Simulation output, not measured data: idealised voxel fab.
process module | voxel gate over fins
cross-section cut | 270 nm wide | cells 5 nm
A cross-section is a grid of square cells, given in bands from the top down. A band is one or more rows of cells.
Each band's line starts with the height of the band's top and of its bottom, in nm. Then come its materials from left to right, each with its width in nm. One material with "throughout" fills the band from edge to edge. "air" is empty space.
Height 0 is the level under which the wafer as received is all one material. The lowest band goes on downwards, as in "0 down".
A width such as "30 to 40" changes by the same amount from each row of cells to the next, from the band's top row to its bottom row.
"no change" after a step means that no cell of the cross-section changed.
closed voids: empty space of 8 cells or more with no open way to the top, each as width x height at its distance from the left edge, in nm
after a step's settings: what the simulator itself notes on the step
overlay nm, on a step with a mask: how far to the right of its planned place the mask lay; to the left if negative
plan
1 op RECEIVE | material Si
2 op CONFORMAL_DEP | material SiN | thk nm 5
3 op MASKED_ETCH | tone cover | mask id FINS | width nm 15 | pitch nm 55 | etch materials SiN | depth nm 5 | overlay nm 0
4 op MASKED_ETCH | tone cover | mask id FINS | width nm 15 | pitch nm 55 | etch materials Si | depth nm 35 | overlay nm 0
5 op OXIDIZE | depth nm 5
6 op FILL_DEP | material SiO2 | thk nm 15
7 op CMP | height nm 5
8 op PATTERN | tone open | mask id RAIL | material resist | width nm 15 | thk nm 20 | overlay nm 0
9 op DIRECTIONAL_ETCH | etch materials SiO2 | depth nm 35
10 op STRIP | etch materials resist
11 op CONFORMAL_DEP | material TiN | thk nm 5
12 op FILL_DEP | material Ru | thk nm 5
13 op CMP | height nm 5
14 op SELECTIVE_ETCH | etch materials W Ru TiN | depth nm 20
15 op FILL_DEP | material SiO2 | thk nm 5
16 op CMP | height nm 5
17 op SELECTIVE_ETCH | etch materials SiO2 | depth nm 15
18 op STRIP | etch materials SiN
19 op CONFORMAL_DEP | material HfO2 | thk nm 5
20 op CONFORMAL_DEP | material TiN | thk nm 5
21 op FILL_DEP | material W | thk nm 15
22 op CMP | height nm 20
23 op CONFORMAL_DEP | material SiCN | thk nm 5
as received, after step 1
  0 down: Si throughout
  closed voids: none
a wafer at the end: this start, this plan, one mistake
  25 to 20: SiCN throughout
  20 to 5: W throughout
  5 to 0: W 40 | TiN 25 | W 30 | TiN 25 | W 30 | TiN 25 | W 30 | TiN 25 | W 40
  0 to -5: TiN 45 | HfO2 15 | TiN 40 | HfO2 15 | TiN 40 | HfO2 15 | TiN 40 | HfO2 15 | TiN 45
  -5 to -10: HfO2 50 | Si 5 | HfO2 50 | Si 5 | HfO2 50 | Si 5 | HfO2 50 | Si 5 | HfO2 50
  -10 to -15: SiO2 50 | Si 5 | SiO2 50 | Si 5 | SiO2 50 | Si 5 | SiO2 50 | Si 5 | SiO2 50
  -15 to -25: SiO2 50 | Si 5 | SiO2 15 | TiN 5 | Ru 5 | TiN 5 | SiO2 20 | Si 5 | SiO2 50 | Si 5 | SiO2 50 | Si 5 | SiO2 50
  -25 to -30: SiO2 50 | Si 5 | SiO2 15 | TiN 15 | SiO2 20 | Si 5 | SiO2 50 | Si 5 | SiO2 50 | Si 5 | SiO2 50
  -30 to -40: SiO2 50 | Si 5 | SiO2 50 | Si 5 | SiO2 50 | Si 5 | SiO2 50 | Si 5 | SiO2 50
  -40 down: Si throughout
  closed voids: none
what went wrong: step 2 was left out
